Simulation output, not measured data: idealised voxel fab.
The process module that follows is named voxel transistor to metal.
In the cross-section labelled cut, the width is 150 nm and each square cell is 5 nm.
Heads up, the way a cross-section reads in here is a grid of square cells, handed over as bands from the top down, with every band being one or more rows of cells. Read a band's entry like this: the first values are the height of its top and the height of its bottom in nm, and what follows is the sequence of materials from left to right, each with its width in nm. Note that "empty" is empty space, and that a single material marked "throughout" reaches across the band from edge to edge. Heights are reckoned from 0. Under this level, the received wafer is all of one material. The bottommost band is open-ended downward, for example "z 0 and below". So if you see something like "30->40" for the width, read it as the top row of the band sitting at the first number and the bottom row at the second, with every row in between moving by the same amount as the last. "stayed the same" -> step changed no cross-section cell. "Sealed internal voids" specifies each empty space that is not open to the top and that occupies no fewer than 8 cells, using the form width x height at distance, the distance measured from the left edge and all three quantities in nm. Past the settings on a step's line: simulator remark, on that step. "overlay nm" denotes, for a step that has a mask, the displacement of the mask to the right of its planned place, with negative values corresponding to the left.

### Process steps (planned)
1 RECEIVE with material Si
2 OXIDIZE with depth nm 5
3 CONFORMAL_DEP with material SiN, thk nm 10
4 MASKED_ETCH with tone cover, mask id ACTIVE, width nm 110, etch materials SiN, depth nm 10, overlay nm 0
5 MASKED_ETCH with tone cover, mask id ACTIVE, width nm 110, etch materials SiO2, depth nm 5, overlay nm 0
6 MASKED_ETCH with tone cover, mask id ACTIVE, width nm 110, etch materials Si, depth nm 30, overlay nm 0
7 OXIDIZE with depth nm 5
8 FILL_DEP with material SiO2, thk nm 10
9 CMP with height nm 10
10 SELECTIVE_ETCH with etch materials SiO2, depth nm 5
11 STRIP with etch materials SiN
12 SELECTIVE_ETCH with etch materials SiO2, depth nm 5
13 OXIDIZE with depth nm 5
14 DIRECTIONAL_DEP with material polySi, thk nm 25
15 DIRECTIONAL_DEP with material SiCN, thk nm 10
16 PATTERN with tone cover, mask id GATE, material resist, width nm 30, thk nm 20, overlay nm 0
17 DIRECTIONAL_ETCH with etch materials SiCN, depth nm 20
18 DIRECTIONAL_ETCH with etch materials polySi, depth nm 35
19 STRIP with etch materials resist
20 CONFORMAL_DEP with material SiN, thk nm 10
21 DIRECTIONAL_ETCH with etch materials SiN, depth nm 10
22 DIRECTIONAL_ETCH with etch materials SiO2, depth nm 5
23 EPI with material SiGe, thk nm 5
24 FILL_DEP with material SiO2, thk nm 5
25 CMP with height nm 20
26 STRIP with etch materials polySi
27 SELECTIVE_ETCH with etch materials SiO2, depth nm 5
28 CONFORMAL_DEP with material HfO2, thk nm 5
29 CONFORMAL_DEP with material TiN, thk nm 5
30 FILL_DEP with material W, thk nm 10
31 CMP with height nm 15
32 DIRECTIONAL_DEP with material SiO2, thk nm 10
33 MASKED_ETCH with tone open, mask id CONTACT, width nm 20, pitch nm 80, etch materials SiO2, depth nm 30, overlay nm 0
34 CONFORMAL_DEP with material TiN, thk nm 5
35 FILL_DEP with material W, thk nm 10
36 CMP with height nm 25
37 DIRECTIONAL_DEP with material TiN, thk nm 5
38 DIRECTIONAL_DEP with material W, thk nm 20
39 DIRECTIONAL_DEP with material aC, thk nm 15
40 PATTERN with tone cover, mask id METAL_1, material resist, width nm 20, pitch nm 80, thk nm 35, overlay nm 0
41 DIRECTIONAL_ETCH with etch materials aC, depth nm 15
42 STRIP with etch materials resist
43 DIRECTIONAL_ETCH with etch materials W, depth nm 20
44 DIRECTIONAL_ETCH with etch materials TiN, depth nm 5
45 STRIP with etch materials aC
46 CONFORMAL_DEP with material SiN, thk nm 5
47 FILL_DEP with material lowk, thk nm 10
48 CMP with height nm 50
49 CONFORMAL_DEP with material SiN, thk nm 5

### Step 1 complete: cross-section of the wafer as received
  z 0 and below  Si throughout
  Sealed internal voids: none

### Starting wafer: above. Plan: above. Run: one mistake. Cross-section after the module: below
  z 70 to 65  SiN throughout
  z 65 to 55  lowk throughout
  z 55 to 50  lowk=20  SiN=30  lowk=50  SiN=30  lowk=20
  z 50 to 30  lowk=20  SiN=5  W=20  SiN=5  lowk=50  SiN=5  W=20  SiN=5  lowk=20
  z 30 to 25  SiN=25  TiN=20  SiN=60  TiN=20  SiN=25
  z 25 to 15  SiO2=25  TiN=5  W=10  TiN=5  SiO2=60  TiN=5  W=10  TiN=5  SiO2=25
  z 15 to 0  SiO2=25  TiN=5  W=10  TiN=5  SiO2=5  SiN=10  HfO2=5  TiN=5  W=10  TiN=5  HfO2=5  SiN=10  SiO2=5  TiN=5  W=10  TiN=5  SiO2=25
  z 0 to -5  SiO2=15  SiN=10  TiN=20  SiO2=5  SiN=10  HfO2=5  TiN=20  HfO2=5  SiN=10  SiO2=5  TiN=20  SiN=10  SiO2=15
  z -5 to -10  SiO2=25  SiGe=25  SiO2=5  HfO2=40  SiO2=5  SiGe=25  SiO2=25
  z -10 to -40  SiO2=25  Si=100  SiO2=25
  z -40 and below  Si throughout
  Sealed internal voids: none
What broke from the plan during processing? execution of step 48 of the plan did not take place, the step having been omitted
